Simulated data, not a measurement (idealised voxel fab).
Process module, titled voxel capacitor over wiring
Section shown: cut. Width: 225 nm. Cell size: 5 nm, square.
Notation: cross-section as square-cell grid; stated in bands, top first, going down; one or more cell rows per band.
Read a band's entry like this: the first values are the height of its top and the height of its bottom in nm, and what follows is the sequence of materials from left to right, each with its width in nm. Note that "air" is empty space, and that a single material marked "edge to edge" reaches across the band from edge to edge.
Heads up on the height convention: 0 is the point under which the incoming wafer is all one material, and the lowest band has no bottom, it just keeps going down, like "top 0, no bottom".
Per-row width for "30 to 40": begins at first number (top row of band), ends at second number (bottom row), increment between rows held constant.
It should be understood that the words "everything unchanged", when stated for a given step, signify that the cross-section underwent no change in any of its cells during that step.
The entry "Unvented internal voids" lists the empty spaces that cover at least 8 cells and have no open path to the top. Each is written as width x height at distance, where the distance is measured from the left edge and all three values are in nm.
after a step's settings: what the simulator itself notes on the step
"overlay nm", when on a step's line for a step with a mask, measures how far to the right of its planned place the mask lay; a negative measure means to the left.

### This section lists the process steps that were planned
- 1: RECEIVE,material Si
- 2: CONFORMAL_DEP,material SiO2,thk nm 10
- 3: DIRECTIONAL_DEP,material TiN,thk nm 5
- 4: DIRECTIONAL_DEP,material Ru,thk nm 15
- 5: DIRECTIONAL_DEP,material aC,thk nm 10
- 6: PATTERN,tone cover,mask id METAL_1,material resist,width nm 30,pitch nm 80,thk nm 25,overlay nm 0
- 7: DIRECTIONAL_ETCH,etch materials aC,depth nm 10
- 8: STRIP,etch materials resist
- 9: DIRECTIONAL_ETCH,etch materials Ru,depth nm 15
- 10: DIRECTIONAL_ETCH,etch materials TiN,depth nm 5
- 11: STRIP,etch materials aC
- 12: CONFORMAL_DEP,material SiCN,thk nm 5
- 13: FILL_DEP,material lowk,thk nm 10
- 14: CMP,height nm 30
- 15: CONFORMAL_DEP,material SiCN,thk nm 5
- 16: DIRECTIONAL_DEP,material SiO2,thk nm 20
- 17: MASKED_ETCH,tone open,mask id PLUG_1,width nm 15,etch materials SiO2,depth nm 20,overlay nm 0
- 18: MASKED_ETCH,tone open,mask id PLUG_1,width nm 15,etch materials SiCN,depth nm 5,overlay nm 0
- 19: EPI,material Ru,thk nm 10
- 20: EPI,material Ru,thk nm 10
- 21: EPI,material Ru,thk nm 5
- 22: DIRECTIONAL_DEP,material TiN,thk nm 10
- 23: DIRECTIONAL_DEP,material Al2O3,thk nm 5
- 24: DIRECTIONAL_DEP,material TiN,thk nm 5
- 25: DIRECTIONAL_DEP,material aC,thk nm 10
- 26: PATTERN,tone cover,mask id UPPER_PLATE,material resist,width nm 55,thk nm 30,overlay nm 0
- 27: DIRECTIONAL_ETCH,etch materials aC,depth nm 10
- 28: STRIP,etch materials resist
- 29: DIRECTIONAL_ETCH,etch materials TiN,depth nm 5
- 30: DIRECTIONAL_ETCH,etch materials Al2O3,depth nm 5
- 31: STRIP,etch materials aC
- 32: PATTERN,tone cover,mask id LOWER_PLATE,material resist,width nm 65,thk nm 15,overlay nm 0
- 33: DIRECTIONAL_ETCH,etch materials TiN,depth nm 10
- 34: STRIP,etch materials resist
- 35: FILL_DEP,material SiO2,thk nm 20
- 36: CMP,height nm 90
- 37: PATTERN,tone open,mask id PLUG_2,material resist,width nm 15,thk nm 20,overlay nm 0
- 38: DIRECTIONAL_ETCH,etch materials SiO2,depth nm 15
- 39: STRIP,etch materials resist
- 40: CONFORMAL_DEP,material TiN,thk nm 5
- 41: FILL_DEP,material Cu,thk nm 10
- 42: CMP,height nm 90
- 43: CONFORMAL_DEP,material SiCN,thk nm 5

### Cross-section of the wafer at receipt, which is the condition after step 1
	top 0, no bottom = Si edge to edge
	Unvented internal voids: none

### Wafer cross-section at end of module: start and plan as shown above, one execution error
	top 95, bottom 90 = SiCN edge to edge
	top 90, bottom 80 = 80 to 70 of SiO2 / 15 to 25 of TiN / 130 of SiO2
	top 80, bottom 75 = 70 of SiO2 / 25 of Al2O3 / 130 of SiO2
	top 75, bottom 70 = 65 of SiO2 / 60 of TiN / 100 of SiO2
	top 70, bottom 65 = 65 of SiO2 / 30 of TiN / 30 of Al2O3 / 100 of SiO2
	top 65, bottom 55 = 60 of SiO2 / 35 of Ru / 35 of TiN / 95 of SiO2
	top 55, bottom 35 = 70 of SiO2 / 15 of Ru / 140 of SiO2
	top 35, bottom 30 = 70 of SiCN / 15 of Ru / 140 of SiCN
	top 30, bottom 15 = 50 of lowk / 5 of SiCN / 30 of Ru / 5 of SiCN / 40 of lowk / 5 of SiCN / 30 of Ru / 5 of SiCN / 55 of lowk
	top 15, bottom 10 = 55 of SiCN / 30 of TiN / 50 of SiCN / 30 of TiN / 60 of SiCN
	top 10, bottom 0 = SiO2 edge to edge
	top 0, no bottom = Si edge to edge
	Unvented internal voids: none
Finding, execution versus plan: twice-run step: one of the identical 19 and 20, not identifiable
